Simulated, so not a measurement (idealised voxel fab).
process module | voxel transistor to metal
cross-section cut | 155 nm wide | cells 5 nm
A cross-section is a grid of square cells, given in bands from the top down. A band is one or more rows of cells.
Each band's line starts with the height of the band's top and of its bottom, in nm. Then come its materials from left to right, each with its width in nm. One material with "throughout" fills the band from edge to edge. "air" is empty space.
Height 0 is the level under which the wafer as received is all one material. The lowest band goes on downwards, as in "0 down".
A width such as "30 to 40" changes by the same amount from each row of cells to the next, from the band's top row to its bottom row.
"no change" after a step means that no cell of the cross-section changed.
closed voids: empty space of 8 cells or more with no open way to the top, each as width x height at its distance from the left edge, in nm
after a step's settings: what the simulator itself notes on the step
overlay nm, on a step with a mask: how far to the right of its planned place the mask lay; to the left if negative
plan
1 op RECEIVE | material Si
2 op CONFORMAL_DEP | material SiO2 | thk nm 5
3 op CONFORMAL_DEP | material SiN | thk nm 15
4 op MASKED_ETCH | tone cover | mask id ACTIVE | width nm 95 | etch materials SiN | depth nm 15 | overlay nm 0
5 op MASKED_ETCH | tone cover | mask id ACTIVE | width nm 95 | etch materials SiO2 | depth nm 5 | overlay nm 0
6 op MASKED_ETCH | tone cover | mask id ACTIVE | width nm 95 | etch materials Si | depth nm 25 | overlay nm 0
7 op FILL_DEP | material SiO2 | thk nm 5
8 op CMP | height nm 20
9 op SELECTIVE_ETCH | etch materials SiO2 | depth nm 15
10 op STRIP | etch materials SiN
11 op SELECTIVE_ETCH | etch materials SiO2 | depth nm 5
12 op OXIDIZE | depth nm 5
13 op DIRECTIONAL_DEP | material polySi | thk nm 20
14 op DIRECTIONAL_DEP | material SiCN | thk nm 10
15 op DIRECTIONAL_DEP | material aC | thk nm 10
16 op PATTERN | tone cover | mask id GATE | material resist | width nm 25 | thk nm 25 | overlay nm 0
17 op DIRECTIONAL_ETCH | etch materials aC | depth nm 10
18 op STRIP | etch materials resist
19 op DIRECTIONAL_ETCH | etch materials SiCN | depth nm 20
20 op DIRECTIONAL_ETCH | etch materials polySi | depth nm 30
21 op STRIP | etch materials aC
22 op CONFORMAL_DEP | material SiO2 | thk nm 5
23 op DIRECTIONAL_ETCH | etch materials SiO2 | depth nm 5
24 op CONFORMAL_DEP | material SiN | thk nm 5
25 op DIRECTIONAL_ETCH | etch materials SiN | depth nm 5
26 op DIRECTIONAL_ETCH | etch materials SiO2 | depth nm 5
27 op EPI | material pSi | thk nm 5
28 op FILL_DEP | material SiO2 | thk nm 10
29 op CMP | height nm 20
30 op STRIP | etch materials polySi
31 op SELECTIVE_ETCH | etch materials SiO2 | depth nm 5
32 op CONFORMAL_DEP | material HfO2 | thk nm 5
33 op CONFORMAL_DEP | material TiN | thk nm 5
34 op FILL_DEP | material W | thk nm 5
35 op CMP | height nm 15
36 op DIRECTIONAL_DEP | material SiO2 | thk nm 15
37 op MASKED_ETCH | tone open | mask id CONTACT | width nm 15 | pitch nm 70 | etch materials SiO2 | depth nm 30 | overlay nm 0
38 op CONFORMAL_DEP | material TiN | thk nm 5
39 op FILL_DEP | material Ru | thk nm 5
40 op CMP | height nm 30
41 op DIRECTIONAL_DEP | material TiN | thk nm 5
42 op DIRECTIONAL_DEP | material W | thk nm 15
43 op PATTERN | tone cover | mask id METAL_1 | material resist | width nm 15 | pitch nm 70 | thk nm 15 | overlay nm 0
44 op DIRECTIONAL_ETCH | etch materials W | depth nm 15
45 op DIRECTIONAL_ETCH | etch materials TiN | depth nm 5
46 op STRIP | etch materials resist
47 op CONFORMAL_DEP | material SiCN | thk nm 5
48 op FILL_DEP | material SiO2 | thk nm 5
49 op CMP | height nm 50
50 op CONFORMAL_DEP | material SiCN | thk nm 5
51 op DIRECTIONAL_DEP | material SiO2 | thk nm 35
52 op PATTERN | tone open | mask id METAL_2 | material resist | width nm 15 | pitch nm 70 | thk nm 20 | overlay nm 0
53 op DIRECTIONAL_ETCH | etch materials SiO2 | depth nm 20
54 op STRIP | etch materials resist
55 op PATTERN | tone open | mask id METAL_2_HOLES | material resist | width nm 15 | pitch nm 70 | thk nm 15 | overlay nm 0
56 op DIRECTIONAL_ETCH | etch materials SiO2 | depth nm 15
57 op DIRECTIONAL_ETCH | etch materials SiCN | depth nm 5
58 op STRIP | etch materials resist
59 op CONFORMAL_DEP | material TiN | thk nm 5
60 op FILL_DEP | material Ru | thk nm 5
61 op CMP | height nm 90
62 op CONFORMAL_DEP | material SiCN | thk nm 5
first wafer, as planned
as received, after step 1
  0 down: Si throughout
  closed voids: none
after step 2
  5 to 0: SiO2 throughout
  below 0: unchanged
after step 3
  20 to 5: SiN throughout
  below 5: unchanged
after step 4
  20 to 5: air 30 | SiN 95 | air 30
  below 5: unchanged
after step 5
  20 to 5: air 30 | SiN 95 | air 30
  5 to 0: air 30 | SiO2 95 | air 30
  below 0: unchanged
after step 6
  20 to 5: air 30 | SiN 95 | air 30
  5 to 0: air 30 | SiO2 95 | air 30
  0 to -25: air 30 | Si 95 | air 30
  below -25: unchanged
after step 7
  25 to 20: SiO2 throughout
  20 to 5: SiO2 30 | SiN 95 | SiO2 30
  5 to 0: SiO2 throughout
  0 to -25: SiO2 30 | Si 95 | SiO2 30
  below -25: unchanged
after step 8
  20 to 5: SiO2 30 | SiN 95 | SiO2 30
  below 5: unchanged
after step 9
  20 to 5: air 30 | SiN 95 | air 30
  below 5: unchanged
after step 10
  5 to 0: SiO2 throughout
  below 0: unchanged
after step 11
  0 to -25: SiO2 30 | Si 95 | SiO2 30
  below -25: unchanged
after step 12
  0 to -5: SiO2 throughout
  below -5: unchanged
after step 13
  20 to 0: polySi throughout
  below 0: unchanged
after step 14
  30 to 20: SiCN throughout
  below 20: unchanged
after step 15
  40 to 30: aC throughout
  below 30: unchanged
after step 16
  65 to 40: air 65 | resist 25 | air 65
  below 40: unchanged
after step 17
  55 to 40: air 65 | resist 25 | air 65
  40 to 30: air 65 | aC 25 | air 65
  below 30: unchanged
after step 18
  40 to 30: air 65 | aC 25 | air 65
  below 30: unchanged
after step 19
  40 to 30: air 65 | aC 25 | air 65
  30 to 20: air 65 | SiCN 25 | air 65
  below 20: unchanged
after step 20
  40 to 30: air 65 | aC 25 | air 65
  30 to 20: air 65 | SiCN 25 | air 65
  20 to 0: air 65 | polySi 25 | air 65
  below 0: unchanged
after step 21
  30 to 20: air 65 | SiCN 25 | air 65
  below 20: unchanged
after step 22
  35 to 30: air 60 | SiO2 35 | air 60
  30 to 20: air 60 | SiO2 5 | SiCN 25 | SiO2 5 | air 60
  20 to 5: air 60 | SiO2 5 | polySi 25 | SiO2 5 | air 60
  5 to 0: SiO2 65 | polySi 25 | SiO2 65
  below 0: unchanged
after step 23
  30 to 20: air 60 | SiO2 5 | SiCN 25 | SiO2 5 | air 60
  20 to 0: air 60 | SiO2 5 | polySi 25 | SiO2 5 | air 60
  below 0: unchanged
after step 24
  35 to 30: air 55 | SiN 45 | air 55
  30 to 20: air 55 | SiN 5 | SiO2 5 | SiCN 25 | SiO2 5 | SiN 5 | air 55
  20 to 5: air 55 | SiN 5 | SiO2 5 | polySi 25 | SiO2 5 | SiN 5 | air 55
  5 to 0: SiN 60 | SiO2 5 | polySi 25 | SiO2 5 | SiN 60
  below 0: unchanged
after step 25
  30 to 20: air 55 | SiN 5 | SiO2 5 | SiCN 25 | SiO2 5 | SiN 5 | air 55
  20 to 0: air 55 | SiN 5 | SiO2 5 | polySi 25 | SiO2 5 | SiN 5 | air 55
  below 0: unchanged
after step 26
  30 to 25: air 55 | SiN 5 | air 5 | SiCN 25 | air 5 | SiN 5 | air 55
  25 to 20: air 55 | SiN 5 | SiO2 5 | SiCN 25 | SiO2 5 | SiN 5 | air 55
  20 to 0: air 55 | SiN 5 | SiO2 5 | polySi 25 | SiO2 5 | SiN 5 | air 55
  0 to -5: air 55 | SiO2 45 | air 55
  below -5: unchanged
after step 27
  30 to 25: air 55 | SiN 5 | air 5 | SiCN 25 | air 5 | SiN 5 | air 55
  25 to 20: air 55 | SiN 5 | SiO2 5 | SiCN 25 | SiO2 5 | SiN 5 | air 55
  20 to 0: air 55 | SiN 5 | SiO2 5 | polySi 25 | SiO2 5 | SiN 5 | air 55
  0 to -5: air 25 | pSi 30 | SiO2 45 | pSi 30 | air 25
  below -5: unchanged
after step 28
  40 to 30: SiO2 throughout
  30 to 20: SiO2 55 | SiN 5 | SiO2 5 | SiCN 25 | SiO2 5 | SiN 5 | SiO2 55
  20 to 0: SiO2 55 | SiN 5 | SiO2 5 | polySi 25 | SiO2 5 | SiN 5 | SiO2 55
  0 to -5: SiO2 25 | pSi 30 | SiO2 45 | pSi 30 | SiO2 25
  below -5: unchanged
after step 29
  20 to 0: SiO2 55 | SiN 5 | SiO2 5 | polySi 25 | SiO2 5 | SiN 5 | SiO2 55
  below 0: unchanged
after step 30
  20 to 0: SiO2 55 | SiN 5 | SiO2 5 | air 25 | SiO2 5 | SiN 5 | SiO2 55
  below 0: unchanged
after step 31
  20 to 15: air 55 | SiN 5 | air 35 | SiN 5 | air 55
  15 to 0: SiO2 55 | SiN 5 | air 35 | SiN 5 | SiO2 55
  0 to -5: SiO2 25 | pSi 30 | SiO2 5 | air 35 | SiO2 5 | pSi 30 | SiO2 25
  below -5: unchanged
after step 32
  25 to 20: air 50 | HfO2 15 | air 25 | HfO2 15 | air 50
  20 to 15: HfO2 55 | SiN 5 | HfO2 5 | air 25 | HfO2 5 | SiN 5 | HfO2 55
  15 to 0: SiO2 55 | SiN 5 | HfO2 5 | air 25 | HfO2 5 | SiN 5 | SiO2 55
  0 to -5: SiO2 25 | pSi 30 | SiO2 5 | HfO2 35 | SiO2 5 | pSi 30 | SiO2 25
  below -5: unchanged
after step 33
  30 to 25: air 45 | TiN 25 | air 15 | TiN 25 | air 45
  25 to 20: TiN 50 | HfO2 15 | TiN 5 | air 15 | TiN 5 | HfO2 15 | TiN 50
  20 to 15: HfO2 55 | SiN 5 | HfO2 5 | TiN 5 | air 15 | TiN 5 | HfO2 5 | SiN 5 | HfO2 55
  15 to 5: SiO2 55 | SiN 5 | HfO2 5 | TiN 5 | air 15 | TiN 5 | HfO2 5 | SiN 5 | SiO2 55
  5 to 0: SiO2 55 | SiN 5 | HfO2 5 | TiN 25 | HfO2 5 | SiN 5 | SiO2 55
  below 0: unchanged
after step 34
  35 to 30: W throughout
  30 to 25: W 45 | TiN 25 | W 15 | TiN 25 | W 45
  25 to 20: TiN 50 | HfO2 15 | TiN 5 | W 15 | TiN 5 | HfO2 15 | TiN 50
  20 to 15: HfO2 55 | SiN 5 | HfO2 5 | TiN 5 | W 15 | TiN 5 | HfO2 5 | SiN 5 | HfO2 55
  15 to 5: SiO2 55 | SiN 5 | HfO2 5 | TiN 5 | W 15 | TiN 5 | HfO2 5 | SiN 5 | SiO2 55
  below 5: unchanged
after step 35
  15 to 5: SiO2 55 | SiN 5 | HfO2 5 | TiN 5 | W 15 | TiN 5 | HfO2 5 | SiN 5 | SiO2 55
  below 5: unchanged
after step 36
  30 to 15: SiO2 throughout
  below 15: unchanged
after step 37
  30 to 15: SiO2 35 | air 15 | SiO2 55 | air 15 | SiO2 35
  15 to 5: SiO2 35 | air 15 | SiO2 5 | SiN 5 | HfO2 5 | TiN 5 | W 15 | TiN 5 | HfO2 5 | SiN 5 | SiO2 5 | air 15 | SiO2 35
  5 to 0: SiO2 35 | air 15 | SiO2 5 | SiN 5 | HfO2 5 | TiN 25 | HfO2 5 | SiN 5 | SiO2 5 | air 15 | SiO2 35
  below 0: unchanged
after step 38
  35 to 30: TiN 40 | air 5 | TiN 65 | air 5 | TiN 40
  30 to 15: SiO2 35 | TiN 5 | air 5 | TiN 5 | SiO2 55 | TiN 5 | air 5 | TiN 5 | SiO2 35
  15 to 5: SiO2 35 | TiN 5 | air 5 | TiN 5 | SiO2 5 | SiN 5 | HfO2 5 | TiN 5 | W 15 | TiN 5 | HfO2 5 | SiN 5 | SiO2 5 | TiN 5 | air 5 | TiN 5 | SiO2 35
  5 to 0: SiO2 35 | TiN 15 | SiO2 5 | SiN 5 | HfO2 5 | TiN 25 | HfO2 5 | SiN 5 | SiO2 5 | TiN 15 | SiO2 35
  below 0: unchanged
after step 39
  40 to 35: Ru throughout
  35 to 30: TiN 40 | Ru 5 | TiN 65 | Ru 5 | TiN 40
  30 to 15: SiO2 35 | TiN 5 | Ru 5 | TiN 5 | SiO2 55 | TiN 5 | Ru 5 | TiN 5 | SiO2 35
  15 to 5: SiO2 35 | TiN 5 | Ru 5 | TiN 5 | SiO2 5 | SiN 5 | HfO2 5 | TiN 5 | W 15 | TiN 5 | HfO2 5 | SiN 5 | SiO2 5 | TiN 5 | Ru 5 | TiN 5 | SiO2 35
  below 5: unchanged
after step 40
  30 to 15: SiO2 35 | TiN 5 | Ru 5 | TiN 5 | SiO2 55 | TiN 5 | Ru 5 | TiN 5 | SiO2 35
  below 15: unchanged
after step 41
  35 to 30: TiN throughout
  below 30: unchanged
after step 42
  50 to 35: W throughout
  below 35: unchanged
after step 43
  65 to 50: air 35 | resist 15 | air 55 | resist 15 | air 35
  below 50: unchanged
after step 44
  65 to 50: air 35 | resist 15 | air 55 | resist 15 | air 35
  50 to 35: air 35 | W 15 | air 55 | W 15 | air 35
  below 35: unchanged
after step 45
  65 to 50: air 35 | resist 15 | air 55 | resist 15 | air 35
  50 to 35: air 35 | W 15 | air 55 | W 15 | air 35
  35 to 30: air 35 | TiN 15 | air 55 | TiN 15 | air 35
  below 30: unchanged
after step 46
  50 to 35: air 35 | W 15 | air 55 | W 15 | air 35
  below 35: unchanged
after step 47
  55 to 50: air 30 | SiCN 25 | air 45 | SiCN 25 | air 30
  50 to 35: air 30 | SiCN 5 | W 15 | SiCN 5 | air 45 | SiCN 5 | W 15 | SiCN 5 | air 30
  35 to 30: SiCN 35 | TiN 15 | SiCN 55 | TiN 15 | SiCN 35
  below 30: unchanged
after step 48
  60 to 55: SiO2 throughout
  55 to 50: SiO2 30 | SiCN 25 | SiO2 45 | SiCN 25 | SiO2 30
  50 to 35: SiO2 30 | SiCN 5 | W 15 | SiCN 5 | SiO2 45 | SiCN 5 | W 15 | SiCN 5 | SiO2 30
  below 35: unchanged
after step 49
  50 to 35: SiO2 30 | SiCN 5 | W 15 | SiCN 5 | SiO2 45 | SiCN 5 | W 15 | SiCN 5 | SiO2 30
  below 35: unchanged
after step 50
  55 to 50: SiCN throughout
  below 50: unchanged
after step 51
  90 to 55: SiO2 throughout
  below 55: unchanged
after step 52
  110 to 90: resist 35 | air 15 | resist 55 | air 15 | resist 35
  below 90: unchanged
after step 53
  110 to 90: resist 35 | air 15 | resist 55 | air 15 | resist 35
  90 to 70: SiO2 35 | air 15 | SiO2 55 | air 15 | SiO2 35
  below 70: unchanged
after step 54
  90 to 70: SiO2 35 | air 15 | SiO2 55 | air 15 | SiO2 35
  below 70: unchanged
after step 55
  105 to 90: resist 35 | air 15 | resist 55 | air 15 | resist 35
  below 90: unchanged
after step 56
  105 to 90: resist 35 | air 15 | resist 55 | air 15 | resist 35
  90 to 55: SiO2 35 | air 15 | SiO2 55 | air 15 | SiO2 35
  below 55: unchanged
after step 57
  105 to 90: resist 35 | air 15 | resist 55 | air 15 | resist 35
  90 to 55: SiO2 35 | air 15 | SiO2 55 | air 15 | SiO2 35
  55 to 50: SiCN 35 | air 15 | SiCN 55 | air 15 | SiCN 35
  below 50: unchanged
after step 58
  90 to 55: SiO2 35 | air 15 | SiO2 55 | air 15 | SiO2 35
  below 55: unchanged
after step 59
  95 to 90: TiN 40 | air 5 | TiN 65 | air 5 | TiN 40
  90 to 55: SiO2 35 | TiN 5 | air 5 | TiN 5 | SiO2 55 | TiN 5 | air 5 | TiN 5 | SiO2 35
  55 to 50: SiCN 35 | TiN 15 | SiCN 55 | TiN 15 | SiCN 35
  below 50: unchanged
after step 60
  100 to 95: Ru throughout
  95 to 90: TiN 40 | Ru 5 | TiN 65 | Ru 5 | TiN 40
  90 to 55: SiO2 35 | TiN 5 | Ru 5 | TiN 5 | SiO2 55 | TiN 5 | Ru 5 | TiN 5 | SiO2 35
  below 55: unchanged
after step 61
  90 to 55: SiO2 35 | TiN 5 | Ru 5 | TiN 5 | SiO2 55 | TiN 5 | Ru 5 | TiN 5 | SiO2 35
  below 55: unchanged
after step 62
  95 to 90: SiCN throughout
  below 90: unchanged
second wafer: like start, like plan, one mistake. Through step 15 it matches the first wafer
when step 16 should have ended
  65 to 40: air 75 | resist 25 | air 55
  below 40: unchanged
when step 17 should have ended
  55 to 40: air 75 | resist 25 | air 55
  40 to 30: air 75 | aC 25 | air 55
  below 30: unchanged
when step 18 should have ended
  40 to 30: air 75 | aC 25 | air 55
  below 30: unchanged
when step 19 should have ended
  40 to 30: air 75 | aC 25 | air 55
  30 to 20: air 75 | SiCN 25 | air 55
  below 20: unchanged
when step 20 should have ended
  40 to 30: air 75 | aC 25 | air 55
  30 to 20: air 75 | SiCN 25 | air 55
  20 to 0: air 75 | polySi 25 | air 55
  below 0: unchanged
when step 21 should have ended
  30 to 20: air 75 | SiCN 25 | air 55
  below 20: unchanged
when step 22 should have ended
  35 to 30: air 70 | SiO2 35 | air 50
  30 to 20: air 70 | SiO2 5 | SiCN 25 | SiO2 5 | air 50
  20 to 5: air 70 | SiO2 5 | polySi 25 | SiO2 5 | air 50
  5 to 0: SiO2 75 | polySi 25 | SiO2 55
  below 0: unchanged
when step 23 should have ended
  30 to 20: air 70 | SiO2 5 | SiCN 25 | SiO2 5 | air 50
  20 to 0: air 70 | SiO2 5 | polySi 25 | SiO2 5 | air 50
  below 0: unchanged
when step 24 should have ended
  35 to 30: air 65 | SiN 45 | air 45
  30 to 20: air 65 | SiN 5 | SiO2 5 | SiCN 25 | SiO2 5 | SiN 5 | air 45
  20 to 5: air 65 | SiN 5 | SiO2 5 | polySi 25 | SiO2 5 | SiN 5 | air 45
  5 to 0: SiN 70 | SiO2 5 | polySi 25 | SiO2 5 | SiN 50
  below 0: unchanged
when step 25 should have ended
  30 to 20: air 65 | SiN 5 | SiO2 5 | SiCN 25 | SiO2 5 | SiN 5 | air 45
  20 to 0: air 65 | SiN 5 | SiO2 5 | polySi 25 | SiO2 5 | SiN 5 | air 45
  below 0: unchanged
when step 26 should have ended
  30 to 25: air 65 | SiN 5 | air 5 | SiCN 25 | air 5 | SiN 5 | air 45
  25 to 20: air 65 | SiN 5 | SiO2 5 | SiCN 25 | SiO2 5 | SiN 5 | air 45
  20 to 0: air 65 | SiN 5 | SiO2 5 | polySi 25 | SiO2 5 | SiN 5 | air 45
  0 to -5: air 65 | SiO2 45 | air 45
  below -5: unchanged
when step 27 should have ended
  30 to 25: air 65 | SiN 5 | air 5 | SiCN 25 | air 5 | SiN 5 | air 45
  25 to 20: air 65 | SiN 5 | SiO2 5 | SiCN 25 | SiO2 5 | SiN 5 | air 45
  20 to 0: air 65 | SiN 5 | SiO2 5 | polySi 25 | SiO2 5 | SiN 5 | air 45
  0 to -5: air 25 | pSi 40 | SiO2 45 | pSi 20 | air 25
  below -5: unchanged
when step 28 should have ended
  40 to 30: SiO2 throughout
  30 to 20: SiO2 65 | SiN 5 | SiO2 5 | SiCN 25 | SiO2 5 | SiN 5 | SiO2 45
  20 to 0: SiO2 65 | SiN 5 | SiO2 5 | polySi 25 | SiO2 5 | SiN 5 | SiO2 45
  0 to -5: SiO2 25 | pSi 40 | SiO2 45 | pSi 20 | SiO2 25
  below -5: unchanged
when step 29 should have ended
  20 to 0: SiO2 65 | SiN 5 | SiO2 5 | polySi 25 | SiO2 5 | SiN 5 | SiO2 45
  below 0: unchanged
when step 30 should have ended
  20 to 0: SiO2 65 | SiN 5 | SiO2 5 | air 25 | SiO2 5 | SiN 5 | SiO2 45
  below 0: unchanged
when step 31 should have ended
  20 to 15: air 65 | SiN 5 | air 35 | SiN 5 | air 45
  15 to 0: SiO2 65 | SiN 5 | air 35 | SiN 5 | SiO2 45
  0 to -5: SiO2 25 | pSi 40 | SiO2 5 | air 35 | SiO2 5 | pSi 20 | SiO2 25
  below -5: unchanged
when step 32 should have ended
  25 to 20: air 60 | HfO2 15 | air 25 | HfO2 15 | air 40
  20 to 15: HfO2 65 | SiN 5 | HfO2 5 | air 25 | HfO2 5 | SiN 5 | HfO2 45
  15 to 0: SiO2 65 | SiN 5 | HfO2 5 | air 25 | HfO2 5 | SiN 5 | SiO2 45
  0 to -5: SiO2 25 | pSi 40 | SiO2 5 | HfO2 35 | SiO2 5 | pSi 20 | SiO2 25
  below -5: unchanged
when step 33 should have ended
  30 to 25: air 55 | TiN 25 | air 15 | TiN 25 | air 35
  25 to 20: TiN 60 | HfO2 15 | TiN 5 | air 15 | TiN 5 | HfO2 15 | TiN 40
  20 to 15: HfO2 65 | SiN 5 | HfO2 5 | TiN 5 | air 15 | TiN 5 | HfO2 5 | SiN 5 | HfO2 45
  15 to 5: SiO2 65 | SiN 5 | HfO2 5 | TiN 5 | air 15 | TiN 5 | HfO2 5 | SiN 5 | SiO2 45
  5 to 0: SiO2 65 | SiN 5 | HfO2 5 | TiN 25 | HfO2 5 | SiN 5 | SiO2 45
  below 0: unchanged
when step 34 should have ended
  35 to 30: W throughout
  30 to 25: W 55 | TiN 25 | W 15 | TiN 25 | W 35
  25 to 20: TiN 60 | HfO2 15 | TiN 5 | W 15 | TiN 5 | HfO2 15 | TiN 40
  20 to 15: HfO2 65 | SiN 5 | HfO2 5 | TiN 5 | W 15 | TiN 5 | HfO2 5 | SiN 5 | HfO2 45
  15 to 5: SiO2 65 | SiN 5 | HfO2 5 | TiN 5 | W 15 | TiN 5 | HfO2 5 | SiN 5 | SiO2 45
  below 5: unchanged
when step 35 should have ended
  15 to 5: SiO2 65 | SiN 5 | HfO2 5 | TiN 5 | W 15 | TiN 5 | HfO2 5 | SiN 5 | SiO2 45
  below 5: unchanged
when step 36 should have ended
  30 to 15: SiO2 throughout
  below 15: unchanged
when step 37 should have ended
  30 to 15: SiO2 35 | air 15 | SiO2 55 | air 15 | SiO2 35
  15 to 5: SiO2 35 | air 15 | SiO2 15 | SiN 5 | HfO2 5 | TiN 5 | W 15 | TiN 5 | HfO2 5 | SiN 5 | air 10 | SiO2 35
  5 to 0: SiO2 35 | air 15 | SiO2 15 | SiN 5 | HfO2 5 | TiN 25 | HfO2 5 | SiN 5 | air 10 | SiO2 35
  below 0: unchanged
when step 38 should have ended
  35 to 30: TiN 40 | air 5 | TiN 65 | air 5 | TiN 40
  30 to 20: SiO2 35 | TiN 5 | air 5 | TiN 5 | SiO2 55 | TiN 5 | air 5 | TiN 5 | SiO2 35
  20 to 15: SiO2 35 | TiN 5 | air 5 | TiN 5 | SiO2 55 | TiN 15 | SiO2 35
  15 to 5: SiO2 35 | TiN 5 | air 5 | TiN 5 | SiO2 15 | SiN 5 | HfO2 5 | TiN 5 | W 15 | TiN 5 | HfO2 5 | SiN 5 | TiN 10 | SiO2 35
  5 to 0: SiO2 35 | TiN 15 | SiO2 15 | SiN 5 | HfO2 5 | TiN 25 | HfO2 5 | SiN 5 | TiN 10 | SiO2 35
  below 0: unchanged
when step 39 should have ended
  40 to 35: Ru throughout
  35 to 30: TiN 40 | Ru 5 | TiN 65 | Ru 5 | TiN 40
  30 to 20: SiO2 35 | TiN 5 | Ru 5 | TiN 5 | SiO2 55 | TiN 5 | Ru 5 | TiN 5 | SiO2 35
  20 to 15: SiO2 35 | TiN 5 | Ru 5 | TiN 5 | SiO2 55 | TiN 15 | SiO2 35
  15 to 5: SiO2 35 | TiN 5 | Ru 5 | TiN 5 | SiO2 15 | SiN 5 | HfO2 5 | TiN 5 | W 15 | TiN 5 | HfO2 5 | SiN 5 | TiN 10 | SiO2 35
  below 5: unchanged
when step 40 should have ended
  30 to 20: SiO2 35 | TiN 5 | Ru 5 | TiN 5 | SiO2 55 | TiN 5 | Ru 5 | TiN 5 | SiO2 35
  below 20: unchanged
when step 41 should have ended
  35 to 30: TiN throughout
  below 30: unchanged
when step 42 should have ended
  50 to 35: W throughout
  below 35: unchanged
when step 43 should have ended
  65 to 50: air 35 | resist 15 | air 55 | resist 15 | air 35
  below 50: unchanged
when step 44 should have ended
  65 to 50: air 35 | resist 15 | air 55 | resist 15 | air 35
  50 to 35: air 35 | W 15 | air 55 | W 15 | air 35
  below 35: unchanged
when step 45 should have ended
  65 to 50: air 35 | resist 15 | air 55 | resist 15 | air 35
  50 to 35: air 35 | W 15 | air 55 | W 15 | air 35
  35 to 30: air 35 | TiN 15 | air 55 | TiN 15 | air 35
  below 30: unchanged
when step 46 should have ended
  50 to 35: air 35 | W 15 | air 55 | W 15 | air 35
  below 35: unchanged
when step 47 should have ended
  55 to 50: air 30 | SiCN 25 | air 45 | SiCN 25 | air 30
  50 to 35: air 30 | SiCN 5 | W 15 | SiCN 5 | air 45 | SiCN 5 | W 15 | SiCN 5 | air 30
  35 to 30: SiCN 35 | TiN 15 | SiCN 55 | TiN 15 | SiCN 35
  below 30: unchanged
when step 48 should have ended
  60 to 55: SiO2 throughout
  55 to 50: SiO2 30 | SiCN 25 | SiO2 45 | SiCN 25 | SiO2 30
  50 to 35: SiO2 30 | SiCN 5 | W 15 | SiCN 5 | SiO2 45 | SiCN 5 | W 15 | SiCN 5 | SiO2 30
  below 35: unchanged
when step 49 should have ended
  50 to 35: SiO2 30 | SiCN 5 | W 15 | SiCN 5 | SiO2 45 | SiCN 5 | W 15 | SiCN 5 | SiO2 30
  below 35: unchanged
when step 50 should have ended
  55 to 50: SiCN throughout
  below 50: unchanged
when step 51 should have ended
  90 to 55: SiO2 throughout
  below 55: unchanged
when step 52 should have ended
  110 to 90: resist 35 | air 15 | resist 55 | air 15 | resist 35
  below 90: unchanged
when step 53 should have ended
  110 to 90: resist 35 | air 15 | resist 55 | air 15 | resist 35
  90 to 70: SiO2 35 | air 15 | SiO2 55 | air 15 | SiO2 35
  below 70: unchanged
when step 54 should have ended
  90 to 70: SiO2 35 | air 15 | SiO2 55 | air 15 | SiO2 35
  below 70: unchanged
when step 55 should have ended
  105 to 90: resist 35 | air 15 | resist 55 | air 15 | resist 35
  below 90: unchanged
when step 56 should have ended
  105 to 90: resist 35 | air 15 | resist 55 | air 15 | resist 35
  90 to 55: SiO2 35 | air 15 | SiO2 55 | air 15 | SiO2 35
  below 55: unchanged
when step 57 should have ended
  105 to 90: resist 35 | air 15 | resist 55 | air 15 | resist 35
  90 to 55: SiO2 35 | air 15 | SiO2 55 | air 15 | SiO2 35
  55 to 50: SiCN 35 | air 15 | SiCN 55 | air 15 | SiCN 35
  below 50: unchanged
when step 58 should have ended
  90 to 55: SiO2 35 | air 15 | SiO2 55 | air 15 | SiO2 35
  below 55: unchanged
when step 59 should have ended
  95 to 90: TiN 40 | air 5 | TiN 65 | air 5 | TiN 40
  90 to 55: SiO2 35 | TiN 5 | air 5 | TiN 5 | SiO2 55 | TiN 5 | air 5 | TiN 5 | SiO2 35
  55 to 50: SiCN 35 | TiN 15 | SiCN 55 | TiN 15 | SiCN 35
  below 50: unchanged
when step 60 should have ended
  100 to 95: Ru throughout
  95 to 90: TiN 40 | Ru 5 | TiN 65 | Ru 5 | TiN 40
  90 to 55: SiO2 35 | TiN 5 | Ru 5 | TiN 5 | SiO2 55 | TiN 5 | Ru 5 | TiN 5 | SiO2 35
  below 55: unchanged
when step 61 should have ended
  90 to 55: SiO2 35 | TiN 5 | Ru 5 | TiN 5 | SiO2 55 | TiN 5 | Ru 5 | TiN 5 | SiO2 35
  below 55: unchanged
when step 62 should have ended
  95 to 90: SiCN throughout
  below 90: unchanged
what went wrong: step 16 ran as: op PATTERN | tone cover | mask id GATE | material resist | width nm 25 | thk nm 25 | overlay nm 10
at the end the second wafer has, in cells: 3 fewer of Ru | 3 more of SiO2
